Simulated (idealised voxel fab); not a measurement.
Herein follows the process module entitled voxel trench capacitor.
Shown is cross-section cut, with a width of 140 nm and square cells of size 5 nm.
Reading order for cross-sections: top band down to bottom band. Underlying form: a grid of square cells. Band size: one or more rows of cells. Heads up on the band format: heights come first, top then bottom, in nm. After that it's the materials left to right, each with its width in nm. A single material flagged "all across" fills the whole band edge to edge, and "blank" means there's empty space there. Where do heights start? At 0: under that level the wafer as delivered is made of one material only. And the lowest band has no floor; it just carries on downward, as in "top 0, no bottom". The expression "30->40" gives the width at the extremes of the band, the first number at its top row of cells and the second at its bottom row, with the width changing by equal amounts from each row to the next in between. "nothing was modified" -> step changed no cross-section cell. Heads up: "Closed void roster" only lists the empty pockets with no open path to the top that are 8 cells or more, and it writes them as width x height at distance, distance from the left edge, in nm. after a step's settings: what the simulator itself notes on the step. The line of a step may include "overlay nm". On a step with a mask, this value is how far to the right of its planned place the mask lay. A negative value means the mask lay to the left.
Planned step list for the process:
1 RECEIVE,material Si
2 CONFORMAL_DEP,material SiN,thk nm 10
3 MASKED_ETCH,tone open,mask id TRENCH,width nm 20,pitch nm 35,etch materials SiN,depth nm 10,overlay nm 0
4 MASKED_ETCH,tone open,mask id TRENCH,width nm 20,pitch nm 35,etch materials Si,depth nm 35,overlay nm 0
5 CONFORMAL_DEP,material Al2O3,thk nm 5
6 FILL_DEP,material polySi,thk nm 5
7 CMP,height nm 10
Here's what the wafer looked like in cross-section when it arrived - that's after step 1:
	top 0, no bottom = Si all across
	Closed void roster: none
Final cross-section, module run with one mistake (start and plan as above):
	top 10, bottom 0 = polySi: 40  Al2O3: 5  polySi: 10  Al2O3: 5  polySi: 15  Al2O3: 5  polySi: 10  Al2O3: 5  polySi: 45
	top 0, bottom -20 = Si: 40  Al2O3: 5  polySi: 10  Al2O3: 5  Si: 15  Al2O3: 5  polySi: 10  Al2O3: 5  Si: 45
	top -20, bottom -25 = Si: 40  Al2O3: 20  Si: 15  Al2O3: 20  Si: 45
	top -25, no bottom = Si all across
	Closed void roster: none
Here's what went sideways: step 2 deviated from plan and actually ran as CONFORMAL_DEP,material polySi,thk nm 10
